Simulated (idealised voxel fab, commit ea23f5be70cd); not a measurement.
process module | voxel ribs on slabs
Cross-sectional view cut (width: 285 nm; square cell size: 5 nm).
In what follows, cross-sections appear as grids of square cells, described through bands that run from the top down, where every band is one or more rows of cells. Band: top height; bottom height; in nm. Then, left to right: material with width in nm, for each material. "all across": a single material spanning edge to edge. "air": empty space. Height datum 0, below which the as-received substrate wafer is one material. Lowest band open at the bottom, running downward: "top 0, no bottom". Read "30 to 40" as a graded width: first number on top, second number at the bottom, same change between each pair of neighbouring rows. "remained the same" means the step left every cell of the cross-section as it was. In "Entrapped void list" the enclosed voids are listed, meaning empty spaces of 8 cells or larger without any opening to the top. The form is width x height at distance, distance from the left edge, units nm. Anything after a step's settings on that line? It's the simulator's own note about the step. overlay nm: step with mask; distance mask lay right of planned place; negative value = left of planned place.

This section lists the process steps that were planned
- 1: op RECEIVE | material Si
- 2: op DIRECTIONAL_DEP | material SiO2 | thk nm 30
- 3: op DIRECTIONAL_DEP | material SiN | thk nm 25
- 4: op DIRECTIONAL_DEP | material aC | thk nm 10
- 5: op PATTERN | tone cover | mask id RIB | material resist | width nm 30 | thk nm 25 | overlay nm 0
- 6: op DIRECTIONAL_ETCH | etch materials aC | depth nm 10
- 7: op STRIP | etch materials resist
- 8: op DIRECTIONAL_ETCH | etch materials SiN | depth nm 5
- 9: op STRIP | etch materials aC
- 10: op MASKED_ETCH | tone cover | mask id SLAB | width nm 60 | etch materials SiN | depth nm 20 | overlay nm 0
- 11: op FILL_DEP | material SiO2 | thk nm 25
- 12: op CMP | height nm 70
- 13: op DIRECTIONAL_DEP | material TiN | thk nm 10
- 14: op PATTERN | tone cover | mask id HEATER | material resist | width nm 40 | thk nm 20 | overlay nm -15
- 15: op DIRECTIONAL_ETCH | etch materials TiN | depth nm 10
- 16: op STRIP | etch materials resist
- 17: op CONFORMAL_DEP | material SiN | thk nm 5
varied across the wafers: overlay nm of step 14. The plan shows the first wafer's value. All wafers start alike

Received wafers, first of several: cross-section after step 1
> top 0, no bottom: Si all across
> Entrapped void list: none

Shown in cross-section: the first of several wafers at the end of the module, after its last step, step 17
> top 85, bottom 80: 100 of air, then 50 of SiN, then 135 of air
> top 80, bottom 75: 100 of air, then 5 of SiN, then 40 of TiN, then 5 of SiN, then 135 of air
> top 75, bottom 70: 105 of SiN, then 40 of TiN, then 140 of SiN
> top 70, bottom 55: SiO2 all across
> top 55, bottom 50: 125 of SiO2, then 30 of SiN, then 130 of SiO2
> top 50, bottom 30: 110 of SiO2, then 60 of SiN, then 115 of SiO2
> top 30, bottom 0: SiO2 all across
> top 0, no bottom: Si all across
> Entrapped void list: none

Final wafer cross-section at module end
> top 85, bottom 80: 130 of air, then 50 of SiN, then 105 of air
> top 80, bottom 75: 130 of air, then 5 of SiN, then 40 of TiN, then 5 of SiN, then 105 of air
> top 75, bottom 70: 135 of SiN, then 40 of TiN, then 110 of SiN
> top 70, bottom 55: SiO2 all across
> top 55, bottom 50: 125 of SiO2, then 30 of SiN, then 130 of SiO2
> top 50, bottom 30: 110 of SiO2, then 60 of SiN, then 115 of SiO2
> top 30, bottom 0: SiO2 all across
> top 0, no bottom: Si all across
> Entrapped void list: none

The following table contains a row per wafer, in which are reported, at the conclusion of the module, the cells of each material gained (+) or lost (-) since the wafer's receipt, with its closed voids given thereafter
overlay nm -15 | +115 SiN | +744 SiO2 | +16 TiN | Entrapped void list: none
overlay nm -10 | +115 SiN | +744 SiO2 | +16 TiN | Entrapped void list: none
overlay nm -5 | +115 SiN | +744 SiO2 | +16 TiN | Entrapped void list: none
overlay nm 0 | +115 SiN | +744 SiO2 | +16 TiN | Entrapped void list: none
overlay nm 5 | +115 SiN | +744 SiO2 | +16 TiN | Entrapped void list: none
overlay nm 10 | +115 SiN | +744 SiO2 | +16 TiN | Entrapped void list: none
overlay nm 15 | +115 SiN | +744 SiO2 | +16 TiN | Entrapped void list: none
